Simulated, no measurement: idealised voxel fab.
Module name: voxel wiring stack (process module)
The width of the displayed cross-section, cut, is 145 nm; its cells are square, with a size of 5 nm.
A cross-section is written here as square cells arranged in a grid, and it is given in bands from the top down, each band taking up one or more rows of cells. A band entry consists of two parts. The first gives the height of the band's top and the height of its bottom, in nm. The rest lists the band's materials from left to right, each with its width in nm. A single material labelled with the word "throughout" fills the band from edge to edge, and the word "blank" marks empty space. All heights in this document are referenced to 0, defined as the level beneath which the wafer, as received, consists entirely of one material. The lowest band is not bounded below; it extends indefinitely downward and is written in the form "z 0 and below". Read "30 to 40" as a graded width: first number on top, second number at the bottom, same change between each pair of neighbouring rows. What does "remained the same" mean for a step? It means no cell of the cross-section changed in that step. If an empty space has no open way to the top and is at least 8 cells in size, "Enclosed void list" lists it, written width x height at distance, where distance is measured from the left edge and every value is in nm. Note: text after step settings on the step line = simulator remark on that step. overlay nm: mask offset rightward from planned place, masked step; negative means leftward offset.
## Process steps foreseen in the plan
step 1: RECEIVE [material Si]
step 2: CONFORMAL_DEP [material SiO2] [thk nm 15]
step 3: DIRECTIONAL_DEP [material TiN] [thk nm 5]
step 4: DIRECTIONAL_DEP [material W] [thk nm 15]
step 5: MASKED_ETCH [tone cover] [mask id METAL_1] [width nm 30] [pitch nm 60] [etch materials W] [depth nm 15] [overlay nm 0]
step 6: MASKED_ETCH [tone cover] [mask id METAL_1] [width nm 30] [pitch nm 60] [etch materials TiN] [depth nm 5] [overlay nm 0]
step 7: FILL_DEP [material SiO2] [thk nm 5]
step 8: CMP [height nm 35]
step 9: CONFORMAL_DEP [material SiCN] [thk nm 5]
step 10: DIRECTIONAL_DEP [material SiO2] [thk nm 10]
step 11: MASKED_ETCH [tone open] [mask id PLUG_1] [width nm 15] [etch materials SiO2] [depth nm 10] [overlay nm 0]
step 12: MASKED_ETCH [tone open] [mask id PLUG_1] [width nm 15] [etch materials SiCN] [depth nm 5] [overlay nm 0]
step 13: CONFORMAL_DEP [material TiN] [thk nm 5]
step 14: FILL_DEP [material Cu] [thk nm 5]
step 15: CMP [height nm 50]
step 16: CONFORMAL_DEP [material SiN] [thk nm 5]
step 17: DIRECTIONAL_DEP [material lowk] [thk nm 15]
step 18: MASKED_ETCH [tone open] [mask id METAL_2] [width nm 30] [pitch nm 60] [etch materials lowk] [depth nm 15] [overlay nm 0]
step 19: MASKED_ETCH [tone open] [mask id METAL_2] [width nm 30] [pitch nm 60] [etch materials SiN] [depth nm 5] [overlay nm 0]
step 20: CONFORMAL_DEP [material TiN] [thk nm 5]
step 21: FILL_DEP [material Cu] [thk nm 10]
step 22: CMP [height nm 70]
step 23: CONFORMAL_DEP [material SiCN] [thk nm 5]
step 24: DIRECTIONAL_DEP [material lowk] [thk nm 30]
step 25: MASKED_ETCH [tone open] [mask id METAL_3] [width nm 30] [pitch nm 60] [etch materials lowk] [depth nm 15] [overlay nm 0]
step 26: MASKED_ETCH [tone open] [mask id METAL_3_HOLES] [width nm 15] [etch materials lowk] [depth nm 15] [overlay nm 0]
step 27: MASKED_ETCH [tone open] [mask id METAL_3_HOLES] [width nm 15] [etch materials SiCN] [depth nm 5] [overlay nm 0]
step 28: CONFORMAL_DEP [material TiN] [thk nm 5]
step 29: FILL_DEP [material Cu] [thk nm 10]
step 30: CMP [height nm 105]
step 31: CONFORMAL_DEP [material SiCN] [thk nm 5]
step 32: DIRECTIONAL_DEP [material lowk] [thk nm 10]
step 33: DIRECTIONAL_DEP [material aC] [thk nm 15]
step 34: PATTERN [tone open] [mask id PLUG_3] [material resist] [width nm 15] [thk nm 30] [overlay nm 0]
step 35: DIRECTIONAL_ETCH [etch materials aC] [depth nm 15]
step 36: STRIP [etch materials resist]
step 37: DIRECTIONAL_ETCH [etch materials lowk] [depth nm 10]
step 38: DIRECTIONAL_ETCH [etch materials SiCN] [depth nm 5]
step 39: STRIP [etch materials aC]
step 40: EPI [material Ru] [thk nm 10]
step 41: EPI [material Ru] [thk nm 5]
step 42: DIRECTIONAL_DEP [material TiN] [thk nm 5]
step 43: DIRECTIONAL_DEP [material W] [thk nm 15]
step 44: PATTERN [tone cover] [mask id METAL_4] [material resist] [width nm 30] [pitch nm 60] [thk nm 20] [overlay nm 0]
step 45: DIRECTIONAL_ETCH [etch materials W] [depth nm 15]
step 46: DIRECTIONAL_ETCH [etch materials TiN] [depth nm 5]
step 47: STRIP [etch materials resist]
step 48: FILL_DEP [material SiO2] [thk nm 5]
step 49: CMP [height nm 140]
step 50: CONFORMAL_DEP [material SiCN] [thk nm 5]
## Wafer as received: cross-section following step 1
    z 0 and below = Si throughout
    Enclosed void list: none
## Post-module cross-section of the first of two wafers (run per plan)
    z 145 to 140 = SiCN throughout
    z 140 to 125 = 25 SiO2, 30 W, 30 SiO2, 30 W, 30 SiO2
    z 125 to 120 = 25 SiO2, 30 TiN, 30 SiO2, 30 TiN, 30 SiO2
    z 120 to 110 = 25 lowk, 15 Ru, 105 lowk
    z 110 to 105 = 25 SiCN, 15 Ru, 105 SiCN
    z 105 to 95 = 25 lowk, 5 TiN, 20 Cu, 5 TiN, 30 lowk, 5 TiN, 20 Cu, 5 TiN, 30 lowk
    z 95 to 90 = 25 lowk, 5 TiN, 5 Cu, 20 TiN, 30 lowk, 30 TiN, 30 lowk
    z 90 to 75 = 25 lowk, 5 TiN, 5 Cu, 5 TiN, 105 lowk
    z 75 to 70 = 25 SiCN, 15 TiN, 105 SiCN
    z 70 to 55 = 25 lowk, 5 TiN, 20 Cu, 5 TiN, 30 lowk, 5 TiN, 20 Cu, 5 TiN, 30 lowk
    z 55 to 50 = 25 SiN, 30 TiN, 30 SiN, 30 TiN, 30 SiN
    z 50 to 40 = 25 SiO2, 5 TiN, 5 Cu, 5 TiN, 105 SiO2
    z 40 to 35 = 25 SiCN, 15 TiN, 105 SiCN
    z 35 to 20 = 25 SiO2, 30 W, 30 SiO2, 30 W, 30 SiO2
    z 20 to 15 = 25 SiO2, 30 TiN, 30 SiO2, 30 TiN, 30 SiO2
    z 15 to 0 = SiO2 throughout
    z 0 and below = Si throughout
    Enclosed void list: none
## Cross-sectional image of the second wafer of the two following completion of the module. Starting state and process plan were the same as for the first wafer; one execution error occurred
    z 145 to 140 = SiCN throughout
    z 140 to 125 = 25 SiO2, 35 W, 25 SiO2, 35 W, 25 SiO2
    z 125 to 120 = 25 SiO2, 35 TiN, 25 SiO2, 35 TiN, 25 SiO2
    z 120 to 110 = 25 lowk, 15 Ru, 105 lowk
    z 110 to 105 = 25 SiCN, 15 Ru, 105 SiCN
    z 105 to 95 = 25 lowk, 5 TiN, 20 Cu, 5 TiN, 30 lowk, 5 TiN, 20 Cu, 5 TiN, 30 lowk
    z 95 to 90 = 25 lowk, 5 TiN, 5 Cu, 20 TiN, 30 lowk, 30 TiN, 30 lowk
    z 90 to 75 = 25 lowk, 5 TiN, 5 Cu, 5 TiN, 105 lowk
    z 75 to 70 = 25 SiCN, 15 TiN, 105 SiCN
    z 70 to 55 = 25 lowk, 5 TiN, 20 Cu, 5 TiN, 30 lowk, 5 TiN, 20 Cu, 5 TiN, 30 lowk
    z 55 to 50 = 25 SiN, 30 TiN, 30 SiN, 30 TiN, 30 SiN
    z 50 to 40 = 25 SiO2, 5 TiN, 5 Cu, 5 TiN, 105 SiO2
    z 40 to 35 = 25 SiCN, 15 TiN, 105 SiCN
    z 35 to 20 = 25 SiO2, 30 W, 30 SiO2, 30 W, 30 SiO2
    z 20 to 15 = 25 SiO2, 30 TiN, 30 SiO2, 30 TiN, 30 SiO2
    z 15 to 0 = SiO2 throughout
    z 0 and below = Si throughout
    Enclosed void list: none
Error vs. plan: heads up, step 44 didn't go per plan, it actually ran as PATTERN [tone cover] [mask id METAL_4] [material resist] [width nm 35] [pitch nm 60] [thk nm 20] [overlay nm 0]
Bottom line after processing is that, in cells, the second wafer is up or down on some materials versus the first: SiO2: 8 fewer | TiN: 2 more | W: 6 more
